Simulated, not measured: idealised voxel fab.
Process module, titled voxel wiring stack
Cross-sectional view cut (width: 250 nm; square cell size: 5 nm).
A cross-section is written here as square cells arranged in a grid, and it is given in bands from the top down, each band taking up one or more rows of cells. A band entry consists of two parts. The first gives the height of the band's top and the height of its bottom, in nm. The rest lists the band's materials from left to right, each with its width in nm. A single material labelled with the word "throughout" fills the band from edge to edge, and the word "blank" marks empty space. Height is counted from the level 0, under which the received wafer is composed throughout of one material. The lowest of the bands is not closed at the bottom but continues downward, in the notation "from 0 down". The width entry "30->40" should be interpreted row by row: the top row of cells in the band takes the first number, the bottom row takes the second number, and the change between adjacent rows is uniform throughout. "remains unaltered" means the step left every cell of the cross-section as it was. The entry "Non-vented voids" lists the empty spaces that cover at least 8 cells and have no open path to the top. Each is written as width x height at distance, where the distance is measured from the left edge and all three values are in nm. Text after the settings on a step's line: the simulator's own remark on that step. The setting "overlay nm" may be written on the line of a step. When the step uses a mask, the value reports how far to the right of the planned place the mask lay, and a negative value reports that it lay to the left.

PLAN
step 1: RECEIVE,material Si
step 2: CONFORMAL_DEP,material SiO2,thk nm 10
step 3: DIRECTIONAL_DEP,material TiN,thk nm 5
step 4: DIRECTIONAL_DEP,material Ru,thk nm 15
step 5: DIRECTIONAL_DEP,material aC,thk nm 10
step 6: PATTERN,tone cover,mask id METAL_1,material resist,width nm 30,pitch nm 50,thk nm 25,overlay nm 0
step 7: DIRECTIONAL_ETCH,etch materials aC,depth nm 10
step 8: STRIP,etch materials resist
step 9: DIRECTIONAL_ETCH,etch materials Ru,depth nm 15
step 10: DIRECTIONAL_ETCH,etch materials TiN,depth nm 5
step 11: STRIP,etch materials aC
step 12: FILL_DEP,material SiO2,thk nm 5
step 13: CMP,height nm 30
step 14: CONFORMAL_DEP,material SiCN,thk nm 5
step 15: DIRECTIONAL_DEP,material lowk,thk nm 30
step 16: MASKED_ETCH,tone open,mask id METAL_2,width nm 30,pitch nm 50,etch materials lowk,depth nm 20,overlay nm 0
step 17: MASKED_ETCH,tone open,mask id METAL_2_HOLES,width nm 15,pitch nm 100,etch materials lowk,depth nm 10,overlay nm 0
step 18: MASKED_ETCH,tone open,mask id METAL_2_HOLES,width nm 15,pitch nm 100,etch materials SiCN,depth nm 5,overlay nm 0
step 19: CONFORMAL_DEP,material TiN,thk nm 5
step 20: FILL_DEP,material Ru,thk nm 5
step 21: CMP,height nm 65
step 22: CONFORMAL_DEP,material SiCN,thk nm 5
step 23: DIRECTIONAL_DEP,material lowk,thk nm 10
step 24: PATTERN,tone open,mask id PLUG_2,material resist,width nm 15,pitch nm 50,thk nm 20,overlay nm 0
step 25: DIRECTIONAL_ETCH,etch materials lowk,depth nm 10
step 26: DIRECTIONAL_ETCH,etch materials SiCN,depth nm 5
step 27: STRIP,etch materials resist
step 28: EPI,material Ru,thk nm 10
step 29: EPI,material Ru,thk nm 5
step 30: CONFORMAL_DEP,material SiCN,thk nm 5
step 31: DIRECTIONAL_DEP,material SiO2,thk nm 25
step 32: PATTERN,tone open,mask id METAL_3,material resist,width nm 30,pitch nm 50,thk nm 15,overlay nm 0
step 33: DIRECTIONAL_ETCH,etch materials SiO2,depth nm 25
step 34: DIRECTIONAL_ETCH,etch materials SiCN,depth nm 5
step 35: STRIP,etch materials resist
step 36: CONFORMAL_DEP,material TiN,thk nm 5
step 37: FILL_DEP,material Ru,thk nm 5
step 38: CMP,height nm 110
step 39: CONFORMAL_DEP,material SiN,thk nm 5

AS RECEIVED (POST STEP 1): CROSS-SECTION
- from 0 down | Si throughout
- Non-vented voids: none

CROSS-SECTIONAL IMAGE OF THE FIRST OF TWO WAFERS AT THE END OF THE MODULE, THE RUN HAVING PROCEEDED AS PLANNED
- from 115 to 110 | SiN throughout
- from 110 to 85 | SiO2 (60), TiN (5), Ru (20), TiN (5), SiO2 (20), TiN (5), Ru (20), TiN (5), SiO2 (20), TiN (5), Ru (20), TiN (5), SiO2 (60)
- from 85 to 80 | SiCN (60), TiN (30), SiCN (20), TiN (30), SiCN (20), TiN (30), SiCN (60)
- from 80 to 70 | lowk (60), Ru (15), lowk (35), Ru (15), lowk (35), Ru (15), lowk (75)
- from 70 to 65 | SiCN (60), Ru (15), SiCN (35), Ru (15), SiCN (35), Ru (15), SiCN (75)
- from 65 to 50 | lowk (60), TiN (5), Ru (20), TiN (5), lowk (20), TiN (5), Ru (20), TiN (5), lowk (20), TiN (5), Ru (20), TiN (5), lowk (60)
- from 50 to 45 | lowk (60), TiN (5), Ru (5), TiN (20), lowk (20), TiN (30), lowk (20), TiN (5), Ru (5), TiN (20), lowk (60)
- from 45 to 35 | lowk (60), TiN (5), Ru (5), TiN (5), lowk (85), TiN (5), Ru (5), TiN (5), lowk (75)
- from 35 to 30 | SiCN (60), TiN (15), SiCN (85), TiN (15), SiCN (75)
- from 30 to 15 | SiO2 (60), Ru (30), SiO2 (20), Ru (30), SiO2 (20), Ru (30), SiO2 (60)
- from 15 to 10 | SiO2 (60), TiN (30), SiO2 (20), TiN (30), SiO2 (20), TiN (30), SiO2 (60)
- from 10 to 0 | SiO2 throughout
- from 0 down | Si throughout
- Non-vented voids: none

SECOND WAFER AT THE END: LIKE START, LIKE PLAN, ONE MISTAKE
- from 115 to 110 | SiN throughout
- from 110 to 85 | Ru (55), TiN (5), SiO2 (30), TiN (5), Ru (10), TiN (5), SiO2 (30), TiN (5), Ru (10), TiN (5), SiO2 (30), TiN (5), Ru (55)
- from 85 to 80 | TiN (60), SiCN (30), TiN (20), SiCN (30), TiN (20), SiCN (30), TiN (60)
- from 80 to 70 | lowk (60), Ru (15), lowk (35), Ru (15), lowk (35), Ru (15), lowk (75)
- from 70 to 65 | SiCN (60), Ru (15), SiCN (35), Ru (15), SiCN (35), Ru (15), SiCN (75)
- from 65 to 50 | lowk (60), TiN (5), Ru (20), TiN (5), lowk (20), TiN (5), Ru (20), TiN (5), lowk (20), TiN (5), Ru (20), TiN (5), lowk (60)
- from 50 to 45 | lowk (60), TiN (5), Ru (5), TiN (20), lowk (20), TiN (30), lowk (20), TiN (5), Ru (5), TiN (20), lowk (60)
- from 45 to 35 | lowk (60), TiN (5), Ru (5), TiN (5), lowk (85), TiN (5), Ru (5), TiN (5), lowk (75)
- from 35 to 30 | SiCN (60), TiN (15), SiCN (85), TiN (15), SiCN (75)
- from 30 to 15 | SiO2 (60), Ru (30), SiO2 (20), Ru (30), SiO2 (20), Ru (30), SiO2 (60)
- from 15 to 10 | SiO2 (60), TiN (30), SiO2 (20), TiN (30), SiO2 (20), TiN (30), SiO2 (60)
- from 10 to 0 | SiO2 throughout
- from 0 down | Si throughout
- Non-vented voids: none
what went wrong: step 32 off recipe, ran as PATTERN,tone cover,mask id METAL_3,material resist,width nm 30,pitch nm 50,thk nm 15,overlay nm 0
The final cell counts differ between the wafers, with the second having more or fewer of some materials than the first: Ru +70 | SiCN -14 | SiO2 -70 | TiN +14
